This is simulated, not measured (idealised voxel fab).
This section sets out a process module, namely voxel released beams.
230 nm wide, 5 nm square cells: that's cross-section cut.
This document writes a cross-section as a grid whose cells are square, and gives it as bands, listed from the top down; one or more rows of cells form a band.
Look at the band entry: it leads with the top's height and the bottom's height in nm. Then it lists the materials left to right, with a width in nm for each. The word "edge to edge" on a single material says that material fills the band edge to edge. The word "empty" is empty space.
Heights are measured from 0, the level below which the as-received wafer is all one material; the lowest band has no bottom and continues downward, written as in "top 0, no bottom".
Read "30->40" as a graded width: first number on top, second number at the bottom, same change between each pair of neighbouring rows.
Given "no alterations made" for a step, no cell of the cross-section differs between before and after that step.
Reported under the label "Unvented cavities" are the empty spaces having no open way to the top and comprising 8 cells or more; the notation for each is width x height at distance, in which the distance is measured from the left edge and all three values are in nm.
It should be noted that, on the line of a given step, the content following the step's settings is a remark produced by the simulator itself with respect to that step.
The optional step-line setting "overlay nm" applies to steps with a mask and quantifies how far to the right of its planned location the mask lay, a negative value indicating leftward placement.
List of planned process steps:
1) RECEIVE: material Si
2) CONFORMAL_DEP: material SiN, thk nm 10
3) DIRECTIONAL_DEP: material SiO2, thk nm 10
4) PATTERN: tone open, mask id ANCHOR, material resist, width nm 40, thk nm 15, overlay nm 0
5) DIRECTIONAL_ETCH: etch materials SiO2, depth nm 10
6) STRIP: etch materials resist
7) CONFORMAL_DEP: material polySi, thk nm 15
8) MASKED_ETCH: tone cover, mask id BEAM, width nm 100, etch materials polySi, depth nm 15, overlay nm 0
9) STRIP: etch materials SiO2
First wafer, as planned:
Cross-section of the wafer as it came to us, i.e., already through step 1:
* top 0, no bottom | Si edge to edge
* Unvented cavities: none
Sectional view: wafer, after step 2:
* top 10, bottom 0 | SiN edge to edge
* Under 0: no change, same as before.
Sectional view: wafer, after step 3:
* top 20, bottom 10 | SiO2 edge to edge
* Under 10: no change, same as before.
Sectional view: wafer, after step 4:
* top 35, bottom 20 | resist=65 | empty=40 | resist=125
* Under 20: no change, same as before.
Sectional view: wafer, after step 5:
* top 35, bottom 20 | resist=65 | empty=40 | resist=125
* top 20, bottom 10 | SiO2=65 | empty=40 | SiO2=125
* Under 10: no change, same as before.
Sectional view: wafer, after step 6:
* top 20, bottom 10 | SiO2=65 | empty=40 | SiO2=125
* Under 10: no change, same as before.
Sectional view: wafer, after step 7:
* top 35, bottom 25 | polySi=80 | empty=10 | polySi=140
* top 25, bottom 20 | polySi edge to edge
* top 20, bottom 10 | SiO2=65 | polySi=40 | SiO2=125
* Under 10: no change, same as before.
Sectional view: wafer, after step 8:
* top 35, bottom 25 | empty=60 | polySi=20 | empty=10 | polySi=70 | empty=70
* top 25, bottom 20 | empty=60 | polySi=100 | empty=70
* Under 20: no change, same as before.
Sectional view: wafer, after step 9:
* top 35, bottom 25 | empty=60 | polySi=20 | empty=10 | polySi=70 | empty=70
* top 25, bottom 20 | empty=60 | polySi=100 | empty=70
* top 20, bottom 10 | empty=65 | polySi=40 | empty=125
* Under 10: no change, same as before.
Wafer two: like wafer one in start and plan, but with one mistake in execution; identical up to and including step 3:
Second wafer shown in cross-section at the time step 4 was slated to end:
* top 35, bottom 20 | resist=60 | empty=50 | resist=120
* Under 20: no change, same as before.
Second wafer shown in cross-section at the time step 5 was slated to end:
* top 35, bottom 20 | resist=60 | empty=50 | resist=120
* top 20, bottom 10 | SiO2=60 | empty=50 | SiO2=120
* Under 10: no change, same as before.
Second wafer shown in cross-section at the time step 6 was slated to end:
* top 20, bottom 10 | SiO2=60 | empty=50 | SiO2=120
* Under 10: no change, same as before.
Second wafer shown in cross-section at the time step 7 was slated to end:
* top 35, bottom 25 | polySi=75 | empty=20 | polySi=135
* top 25, bottom 20 | polySi edge to edge
* top 20, bottom 10 | SiO2=60 | polySi=50 | SiO2=120
* Under 10: no change, same as before.
Second wafer shown in cross-section at the time step 8 was slated to end:
* top 35, bottom 25 | empty=60 | polySi=15 | empty=20 | polySi=65 | empty=70
* top 25, bottom 20 | empty=60 | polySi=100 | empty=70
* Under 20: no change, same as before.
Second wafer shown in cross-section at the time step 9 was slated to end:
* top 35, bottom 25 | empty=60 | polySi=15 | empty=20 | polySi=65 | empty=70
* top 25, bottom 20 | empty=60 | polySi=100 | empty=70
* top 20, bottom 10 | empty=60 | polySi=50 | empty=120
* Under 10: no change, same as before.
Finding, execution versus plan: step 4, actual vs plan mismatch, actual run PATTERN: tone open, mask id ANCHOR, material resist, width nm 50, thk nm 15, overlay nm 0
By the end, you'd get the same cell count for each material on either wafer, but the second wafer puts them somewhere else.
